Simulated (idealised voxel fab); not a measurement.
Proc. module: voxel wiring stack
Cross-sectional view cut (width: 205 nm; square cell size: 5 nm).
Square cells in a grid make up a cross-section in this document, and the grid is given as bands, listed from the top down, each one or more rows of cells.
Band: top height; bottom height; in nm. Then, left to right: material with width in nm, for each material. "full width": a single material spanning edge to edge. "blank": empty space.
The reference from which all heights are counted is 0, the level beneath which the as-received wafer is entirely one material; the lowest band, having no lower bound, proceeds downward and is written after the example "0..down".
Top row gets the first number, bottom row gets the second, and each row in between changes by the same step: that is how a band width like "30 to 40" works.
Given "nothing different" for a step, no cell of the cross-section differs between before and after that step.
"Fully sealed cavities" contains a list of empty spaces, each no smaller than 8 cells and without an open way to the top, written in the form width x height at distance with the distance from the left edge and all three in nm.
Past the settings on a step's line: simulator remark, on that step.
Among the settings permitted on a step's line is "overlay nm"; applied to a step with a mask, it specifies the extent to which the mask lay to the right of its planned position, whereas a negative figure signifies a position to the left.
**Planned process steps**
1) RECEIVE, material Si
2) CONFORMAL_DEP, material SiO2, thk nm 10
3) CONFORMAL_DEP, material SiN, thk nm 5
4) DIRECTIONAL_DEP, material SiO2, thk nm 20
5) DIRECTIONAL_DEP, material aC, thk nm 15
6) PATTERN, tone open, mask id METAL_1, material resist, width nm 15, pitch nm 50, thk nm 35, overlay nm 0
7) DIRECTIONAL_ETCH, etch materials aC, depth nm 15
8) STRIP, etch materials resist
9) DIRECTIONAL_ETCH, etch materials SiO2, depth nm 20
10) DIRECTIONAL_ETCH, etch materials SiN, depth nm 5
11) STRIP, etch materials aC
12) CONFORMAL_DEP, material TiN, thk nm 5
13) FILL_DEP, material W, thk nm 5
14) CMP, height nm 35
15) EPI, material Ru, thk nm 5
16) FILL_DEP, material SiCN, thk nm 5
17) DIRECTIONAL_DEP, material lowk, thk nm 35
18) MASKED_ETCH, tone open, mask id METAL_2_HOLES, width nm 15, pitch nm 50, etch materials lowk, depth nm 35, overlay nm 0
19) MASKED_ETCH, tone open, mask id METAL_2, width nm 25, pitch nm 50, etch materials lowk, depth nm 20, overlay nm 0
20) MASKED_ETCH, tone open, mask id METAL_2, width nm 25, pitch nm 50, etch materials SiCN, depth nm 5, overlay nm 0
21) CONFORMAL_DEP, material TiN, thk nm 5
22) FILL_DEP, material Cu, thk nm 10
23) CMP, height nm 80
24) CONFORMAL_DEP, material SiCN, thk nm 5
25) DIRECTIONAL_DEP, material SiO2, thk nm 30
26) PATTERN, tone open, mask id METAL_3_HOLES, material resist, width nm 15, pitch nm 50, thk nm 15, overlay nm 0
27) DIRECTIONAL_ETCH, etch materials SiO2, depth nm 30
28) STRIP, etch materials resist
29) DIRECTIONAL_DEP, material aC, thk nm 15
30) PATTERN, tone open, mask id METAL_3, material resist, width nm 25, pitch nm 50, thk nm 35, overlay nm 0
31) DIRECTIONAL_ETCH, etch materials aC, depth nm 15
32) STRIP, etch materials resist
33) DIRECTIONAL_ETCH, etch materials SiO2, depth nm 20
34) DIRECTIONAL_ETCH, etch materials SiCN, depth nm 5
35) STRIP, etch materials aC
36) CONFORMAL_DEP, material TiN, thk nm 5
37) FILL_DEP, material Ru, thk nm 10
38) CMP, height nm 115
39) CONFORMAL_DEP, material SiCN, thk nm 5
Variable across wafers: step 6 width nm (plan value is that of the first wafer; starting state common to all).
**Cross-section, first of several wafers, as delivered after step 1**
> 0..down | Si full width
> Fully sealed cavities: none
**Last step of the module is step 39; after it, the first of several wafers in cross-section**
> 120..115 | SiCN full width
> 115..100 | 40 of SiO2 | 5 of TiN | 15 of Ru | 5 of TiN | 25 of SiO2 | 5 of TiN | 15 of Ru | 5 of TiN | 25 of SiO2 | 5 of TiN | 15 of Ru | 5 of TiN | 40 of SiO2
> 100..95 | 40 of SiO2 | 5 of TiN | 5 of Ru | 15 of TiN | 25 of SiO2 | 5 of TiN | 5 of Ru | 15 of TiN | 25 of SiO2 | 5 of TiN | 5 of Ru | 15 of TiN | 40 of SiO2
> 95..85 | 40 of SiO2 | 5 of TiN | 5 of Ru | 5 of TiN | 35 of SiO2 | 5 of TiN | 5 of Ru | 5 of TiN | 35 of SiO2 | 5 of TiN | 5 of Ru | 5 of TiN | 50 of SiO2
> 85..80 | 40 of SiCN | 15 of TiN | 35 of SiCN | 15 of TiN | 35 of SiCN | 15 of TiN | 50 of SiCN
> 80..65 | 40 of lowk | 5 of TiN | 15 of Cu | 5 of TiN | 25 of lowk | 5 of TiN | 15 of Cu | 5 of TiN | 25 of lowk | 5 of TiN | 15 of Cu | 5 of TiN | 40 of lowk
> 65..60 | 40 of lowk | 5 of TiN | 5 of Cu | 15 of TiN | 25 of lowk | 5 of TiN | 5 of Cu | 15 of TiN | 25 of lowk | 5 of TiN | 5 of Cu | 15 of TiN | 40 of lowk
> 60..45 | 40 of lowk | 5 of TiN | 5 of Cu | 5 of TiN | 35 of lowk | 5 of TiN | 5 of Cu | 5 of TiN | 35 of lowk | 5 of TiN | 5 of Cu | 5 of TiN | 50 of lowk
> 45..40 | 40 of SiCN | 15 of TiN | 35 of SiCN | 15 of TiN | 35 of SiCN | 15 of TiN | 50 of SiCN
> 40..35 | 40 of SiCN | 25 of Ru | 25 of SiCN | 25 of Ru | 25 of SiCN | 25 of Ru | 40 of SiCN
> 35..15 | 45 of SiO2 | 5 of TiN | 5 of W | 5 of TiN | 35 of SiO2 | 5 of TiN | 5 of W | 5 of TiN | 35 of SiO2 | 5 of TiN | 5 of W | 5 of TiN | 45 of SiO2
> 15..10 | 45 of SiN | 15 of TiN | 35 of SiN | 15 of TiN | 35 of SiN | 15 of TiN | 45 of SiN
> 10..0 | SiO2 full width
> 0..down | Si full width
> Fully sealed cavities: none
**Sectional view of the last wafer upon completion of the module**
> 120..115 | SiCN full width
> 115..100 | 40 of SiO2 | 5 of TiN | 15 of Ru | 5 of TiN | 25 of SiO2 | 5 of TiN | 15 of Ru | 5 of TiN | 25 of SiO2 | 5 of TiN | 15 of Ru | 5 of TiN | 40 of SiO2
> 100..95 | 40 of SiO2 | 5 of TiN | 5 of Ru | 15 of TiN | 25 of SiO2 | 5 of TiN | 5 of Ru | 15 of TiN | 25 of SiO2 | 5 of TiN | 5 of Ru | 15 of TiN | 40 of SiO2
> 95..85 | 40 of SiO2 | 5 of TiN | 5 of Ru | 5 of TiN | 35 of SiO2 | 5 of TiN | 5 of Ru | 5 of TiN | 35 of SiO2 | 5 of TiN | 5 of Ru | 5 of TiN | 50 of SiO2
> 85..80 | 40 of SiCN | 15 of TiN | 35 of SiCN | 15 of TiN | 35 of SiCN | 15 of TiN | 50 of SiCN
> 80..65 | 40 of lowk | 5 of TiN | 15 of Cu | 5 of TiN | 25 of lowk | 5 of TiN | 15 of Cu | 5 of TiN | 25 of lowk | 5 of TiN | 15 of Cu | 5 of TiN | 40 of lowk
> 65..60 | 40 of lowk | 5 of TiN | 5 of Cu | 15 of TiN | 25 of lowk | 5 of TiN | 5 of Cu | 15 of TiN | 25 of lowk | 5 of TiN | 5 of Cu | 15 of TiN | 40 of lowk
> 60..45 | 40 of lowk | 5 of TiN | 5 of Cu | 5 of TiN | 35 of lowk | 5 of TiN | 5 of Cu | 5 of TiN | 35 of lowk | 5 of TiN | 5 of Cu | 5 of TiN | 50 of lowk
> 45..40 | 40 of SiCN | 15 of TiN | 35 of SiCN | 15 of TiN | 35 of SiCN | 15 of TiN | 50 of SiCN
> 40..35 | 30 of SiCN | 45 of Ru | 5 of SiCN | 45 of Ru | 5 of SiCN | 45 of Ru | 30 of SiCN
> 35..15 | 35 of SiO2 | 5 of TiN | 25 of W | 5 of TiN | 15 of SiO2 | 5 of TiN | 25 of W | 5 of TiN | 15 of SiO2 | 5 of TiN | 25 of W | 5 of TiN | 35 of SiO2
> 15..10 | 35 of SiN | 35 of TiN | 15 of SiN | 35 of TiN | 15 of SiN | 35 of TiN | 35 of SiN
> 10..0 | SiO2 full width
> 0..down | Si full width
> Fully sealed cavities: none
**each wafer at the end: cells of each material gained (+) or lost (-) since it was received, then its closed voids**
width nm 15, +39 Cu, +51 Ru, +131 SiCN, +32 SiN, +378 SiO2, +141 TiN, +12 W, +200 lowk, Fully sealed cavities: none
width nm 20, +39 Cu, +54 Ru, +128 SiCN, +29 SiN, +366 SiO2, +144 TiN, +24 W, +200 lowk, Fully sealed cavities: none
width nm 25, +39 Cu, +57 Ru, +125 SiCN, +26 SiN, +354 SiO2, +147 TiN, +36 W, +200 lowk, Fully sealed cavities: none
width nm 30, +39 Cu, +60 Ru, +122 SiCN, +23 SiN, +342 SiO2, +150 TiN, +48 W, +200 lowk, Fully sealed cavities: none
width nm 35, +39 Cu, +63 Ru, +119 SiCN, +20 SiN, +330 SiO2, +153 TiN, +60 W, +200 lowk, Fully sealed cavities: none
